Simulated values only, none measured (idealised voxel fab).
Process module in this document: voxel gate over fins
The width of the displayed cross-section, cut, is 260 nm; its cells are square, with a size of 5 nm.
For the purposes of this document, a cross-section shall be understood as a grid of square cells, specified as bands listed in top-to-bottom order, each band consisting of one or more rows of cells. The band entry comprises the height of the band's top followed by the height of its bottom, expressed in nm, and subsequently the band's materials from left to right, each stated together with its width in nm. Where a single material is marked with the word "all across", that material fills the band from edge to edge. The word "blank" represents empty space. It should be noted that heights are counted from 0, beneath which the wafer as supplied is of one material throughout, and that the lowest band possesses no lower boundary but continues downward, as written in "0 down". When a width is written as two numbers, as in "30->40", the first number is the width in the top row of cells of the band and the second is the width in its bottom row, and the width changes by the same amount from each row to the next. Reading "nothing was modified" for a step: not a cell of the cross-section changed in it. The list in "Fully enclosed voids" covers empty spaces of 8 cells or more that cannot reach the top through any open way, and it gives each as width x height at distance; the distance is from the left edge, and width, height and distance are in nm. It should be noted that, on the line of a given step, the content following the step's settings is a remark produced by the simulator itself with respect to that step. "overlay nm" answers the question of how far to the right of plan the mask lay on a step that has a mask, and when it is negative the answer is to the left.
Process steps (planned):
1 RECEIVE | material Si
2 CONFORMAL_DEP | material SiN | thk nm 5
3 DIRECTIONAL_DEP | material aC | thk nm 15
4 PATTERN | tone cover | mask id FINS | material resist | width nm 15 | pitch nm 40 | thk nm 30 | overlay nm -15
5 DIRECTIONAL_ETCH | etch materials aC | depth nm 15
6 STRIP | etch materials resist
7 DIRECTIONAL_ETCH | etch materials SiN | depth nm 5
8 DIRECTIONAL_ETCH | etch materials Si | depth nm 35
9 STRIP | etch materials aC
10 OXIDIZE | depth nm 5
11 FILL_DEP | material SiO2 | thk nm 10
12 CMP | height nm 5
13 SELECTIVE_ETCH | etch materials SiO2 | depth nm 15
14 STRIP | etch materials SiN
15 CONFORMAL_DEP | material HfO2 | thk nm 5
16 CONFORMAL_DEP | material TiN | thk nm 5
17 FILL_DEP | material W | thk nm 15
18 CMP | height nm 20
19 CONFORMAL_DEP | material SiCN | thk nm 10
What sets these wafers apart? The overlay nm at step 4. They all start alike, and the plan carries the first wafer's value.
Cross-section of the first of several wafers on receipt, reflecting completion of step 1:
	0 down: Si all across
	Fully enclosed voids: none
Per wafer, end of module: cells gained (+) or lost (-) per material since receipt, then closed voids:
overlay nm -15, +68 HfO2, -384 Si, +104 SiCN, +288 SiO2, +68 TiN, +168 W, Fully enclosed voids: none
overlay nm -10, +68 HfO2, -384 Si, +104 SiCN, +288 SiO2, +68 TiN, +168 W, Fully enclosed voids: none
overlay nm -5, +68 HfO2, -384 Si, +104 SiCN, +288 SiO2, +68 TiN, +168 W, Fully enclosed voids: none
overlay nm 0, +68 HfO2, -384 Si, +104 SiCN, +288 SiO2, +68 TiN, +168 W, Fully enclosed voids: none
overlay nm 5, +68 HfO2, -384 Si, +104 SiCN, +288 SiO2, +68 TiN, +168 W, Fully enclosed voids: none
overlay nm 10, +68 HfO2, -384 Si, +104 SiCN, +288 SiO2, +68 TiN, +168 W, Fully enclosed voids: none
overlay nm 15, +68 HfO2, -384 Si, +104 SiCN, +288 SiO2, +68 TiN, +168 W, Fully enclosed voids: none
